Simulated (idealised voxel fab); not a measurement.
Process module name: voxel capacitor over wiring
Cross-sectional view cut (width: 155 nm; square cell size: 5 nm).
If you're reading a cross-section in this doc, picture square cells in a grid; it comes to you as bands, top ones listed first down to the bottom, and a band can be one or more rows of cells. Top height, bottom height, nm. Materials left to right, width each, nm. Single material + "everywhere" = fills band edge to edge. "air" = empty. Note: height 0 marks the level under which the wafer is uniformly one material as received. Lowest band unbounded below, written "0 -> down". A width given as "30->40" starts at the first number in the band's top row and ends at the second number in its bottom row, shifting by an equal amount at every step from row to row. Where the words "remained the same" appear for a step, the cross-section shows no cell changed by that step; every cell remained as before. Empty spaces without an open route to the top, at least 8 cells in extent, make up the entry "Trapped voids"; each is given as width x height at distance, where the distance is measured from the left edge, and all are in nm. If you see something after the settings on a step's line, that's the simulator's own remark about that step. Regarding "overlay nm": on a step with a mask, it is the distance the mask lay to the right of its planned place; a negative value places it to the left.

[Steps planned for the process]
1 RECEIVE, material Si
2 CONFORMAL_DEP, material SiO2, thk nm 10
3 CONFORMAL_DEP, material SiCN, thk nm 5
4 DIRECTIONAL_DEP, material SiO2, thk nm 25
5 MASKED_ETCH, tone open, mask id METAL_1, width nm 25, pitch nm 95, etch materials SiO2, depth nm 25, overlay nm 0
6 MASKED_ETCH, tone open, mask id METAL_1, width nm 25, pitch nm 95, etch materials SiCN, depth nm 5, overlay nm 0
7 CONFORMAL_DEP, material TiN, thk nm 5
8 FILL_DEP, material Cu, thk nm 5
9 CMP, height nm 40
10 EPI, material Ru, thk nm 5
11 FILL_DEP, material SiCN, thk nm 5
12 DIRECTIONAL_DEP, material SiO2, thk nm 20
13 MASKED_ETCH, tone open, mask id PLUG_1, width nm 15, etch materials SiO2, depth nm 20, overlay nm 0
14 MASKED_ETCH, tone open, mask id PLUG_1, width nm 15, etch materials SiCN, depth nm 5, overlay nm 0
15 CONFORMAL_DEP, material TiN, thk nm 5
16 FILL_DEP, material Ru, thk nm 10
17 CMP, height nm 70
18 DIRECTIONAL_DEP, material TiN, thk nm 5
19 DIRECTIONAL_DEP, material SiN, thk nm 5
20 DIRECTIONAL_DEP, material TiN, thk nm 5
21 DIRECTIONAL_DEP, material aC, thk nm 15
22 PATTERN, tone cover, mask id UPPER_PLATE, material resist, width nm 75, thk nm 35, overlay nm 0
23 DIRECTIONAL_ETCH, etch materials aC, depth nm 15
24 STRIP, etch materials resist
25 DIRECTIONAL_ETCH, etch materials TiN, depth nm 5
26 DIRECTIONAL_ETCH, etch materials SiN, depth nm 5
27 STRIP, etch materials aC
28 MASKED_ETCH, tone cover, mask id LOWER_PLATE, width nm 85, etch materials TiN, depth nm 5, overlay nm 0
29 FILL_DEP, material SiO2, thk nm 20
30 CMP, height nm 100
31 MASKED_ETCH, tone open, mask id PLUG_2, width nm 15, etch materials SiO2, depth nm 15, overlay nm 0
32 CONFORMAL_DEP, material TiN, thk nm 5
33 FILL_DEP, material Cu, thk nm 5
34 CMP, height nm 100
35 CONFORMAL_DEP, material SiCN, thk nm 5

[Incoming wafer in cross-section (state: after step 1)]
* 0 -> down | Si everywhere
* Trapped voids: none

[Result of the module, cross-sectioned: start per above, plan per above, one error in how it was run]
* 105 -> 100 | SiCN everywhere
* 100 -> 90 | 35 of SiO2; 5 of TiN; 5 of Cu; 5 of TiN; 105 of SiO2
* 90 -> 80 | 35->25 of SiO2; 15->75 of TiN; 105->55 of SiO2
* 80 -> 75 | 25 of SiO2; 75 of SiN; 55 of SiO2
* 75 -> 70 | 20 of SiO2; 85 of TiN; 50 of SiO2
* 70 -> 50 | 25 of SiO2; 5 of TiN; 5 of Ru; 5 of TiN; 115 of SiO2
* 50 -> 45 | 25 of SiCN; 15 of TiN; 115 of SiCN
* 45 -> 40 | 10 of SiCN; 35 of Ru; 60 of SiCN; 35 of Ru; 15 of SiCN
* 40 -> 15 | 15 of SiO2; 5 of TiN; 15 of Cu; 5 of TiN; 70 of SiO2; 5 of TiN; 15 of Cu; 5 of TiN; 20 of SiO2
* 15 -> 10 | 15 of SiCN; 25 of TiN; 70 of SiCN; 25 of TiN; 20 of SiCN
* 10 -> 0 | Cu everywhere
* 0 -> down | Si everywhere
* Trapped voids: none
What broke from the plan during processing? it should be noted that step 2 was executed with settings other than those planned, the operation and settings actually applied being CONFORMAL_DEP, material Cu, thk nm 10
